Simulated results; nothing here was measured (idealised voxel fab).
The process module presented herein is designated voxel self aligned contacts.
FYI the section here is cut, 300 nm wide, cells are 5 nm squares.
If you're reading a cross-section in this doc, picture square cells in a grid; it comes to you as bands, top ones listed first down to the bottom, and a band can be one or more rows of cells.
Band entry format. Leading values: height of top, height of bottom, nm. Remainder: materials in left-to-right order, each with its width in nm. Special words: "throughout" on a single material, which then fills the band edge to edge; "air", empty space.
It should be noted that heights are counted from 0, beneath which the wafer as supplied is of one material throughout, and that the lowest band possesses no lower boundary but continues downward, as written in "0..down".
Read "30..40" as a graded width: first number on top, second number at the bottom, same change between each pair of neighbouring rows.
Reading "nothing was modified" for a step: not a cell of the cross-section changed in it.
If an empty space has no open way to the top and is at least 8 cells in size, "Fully sealed cavities" lists it, written width x height at distance, where distance is measured from the left edge and every value is in nm.
Whatever follows a step's settings on its line is a remark the simulator itself makes about that step.
A step line may carry the setting "overlay nm", which, for steps involving a mask, states the distance by which the mask lay to the right of its intended position; negative values denote displacement to the left.

So here's the lineup of process steps we planned
1: RECEIVE [material Si]
2: OXIDIZE [depth nm 5]
3: DIRECTIONAL_DEP [material polySi] [thk nm 30]
4: DIRECTIONAL_DEP [material SiN] [thk nm 15]
5: MASKED_ETCH [tone cover] [mask id GATE] [width nm 35] [pitch nm 65] [etch materials SiN] [depth nm 15] [overlay nm 0]
6: MASKED_ETCH [tone cover] [mask id GATE] [width nm 35] [pitch nm 65] [etch materials polySi] [depth nm 30] [overlay nm 0]
7: CONFORMAL_DEP [material SiN] [thk nm 5]
8: DIRECTIONAL_ETCH [etch materials SiN] [depth nm 5]
9: FILL_DEP [material SiO2] [thk nm 10]
10: CMP [height nm 50]
11: DIRECTIONAL_DEP [material aC] [thk nm 10]
12: PATTERN [tone open] [mask id CONTACT] [material resist] [width nm 40] [thk nm 25] [overlay nm -15]
13: DIRECTIONAL_ETCH [etch materials aC] [depth nm 10]
14: STRIP [etch materials resist]
15: DIRECTIONAL_ETCH [etch materials SiO2] [depth nm 55]
16: STRIP [etch materials aC]
17: CONFORMAL_DEP [material TiN] [thk nm 5]
18: FILL_DEP [material W] [thk nm 10]
19: CMP [height nm 50]
20: CONFORMAL_DEP [material SiN] [thk nm 5]
Across this set of wafers, the varied parameter is the overlay nm of step 12. Starting conditions are identical for every wafer, and the plan reports the value assigned to the first wafer.

So this is the first of several wafers, cross-sectioned as it came to us, meaning it's at the end of step 1
* 0..down = Si throughout
* Fully sealed cavities: none

Cross-sectional representation of the first of several wafers at the end of the module, i.e. after its terminal step, step 20
* 55..50 = SiN throughout
* 50..45 = SiO2=115; TiN=30; W=5; TiN=5; SiO2=145
* 45..30 = SiO2=95; SiN=45; TiN=5; W=5; TiN=5; SiO2=5; SiN=45; SiO2=95
* 30..0 = SiO2=95; SiN=5; polySi=35; SiN=5; TiN=5; W=5; TiN=5; SiO2=5; SiN=5; polySi=35; SiN=5; SiO2=95
* 0..-5 = SiO2=140; TiN=15; SiO2=145
* -5..down = Si throughout
* Fully sealed cavities: none

Cross-sectional view, end of module, last wafer of several
* 55..50 = SiN throughout
* 50..45 = SiO2=145; TiN=5; W=5; TiN=30; SiO2=115
* 45..30 = SiO2=95; SiN=45; SiO2=5; TiN=5; W=5; TiN=5; SiN=45; SiO2=95
* 30..0 = SiO2=95; SiN=5; polySi=35; SiN=5; SiO2=5; TiN=5; W=5; TiN=5; SiN=5; polySi=35; SiN=5; SiO2=95
* 0..-5 = SiO2=145; TiN=15; SiO2=140
* -5..down = Si throughout
* Fully sealed cavities: none

The rows of the table below are wafers. Looking at the end of the module, a row counts, for every material, the cells the wafer has gained, shown as (+), or lost, shown as (-), since it was received; its closed voids come next
overlay nm -15, -60 Si, +138 SiN, +460 SiO2, +28 TiN, +10 W, +84 polySi, Fully sealed cavities: none
overlay nm -10, -60 Si, +138 SiN, +450 SiO2, +28 TiN, +20 W, +84 polySi, Fully sealed cavities: none
overlay nm -5, -60 Si, +138 SiN, +450 SiO2, +28 TiN, +20 W, +84 polySi, Fully sealed cavities: none
overlay nm 0, -60 Si, +138 SiN, +450 SiO2, +28 TiN, +20 W, +84 polySi, Fully sealed cavities: none
overlay nm 5, -60 Si, +138 SiN, +450 SiO2, +28 TiN, +20 W, +84 polySi, Fully sealed cavities: none
overlay nm 10, -60 Si, +138 SiN, +450 SiO2, +28 TiN, +20 W, +84 polySi, Fully sealed cavities: none
overlay nm 15, -60 Si, +138 SiN, +460 SiO2, +28 TiN, +10 W, +84 polySi, Fully sealed cavities: none
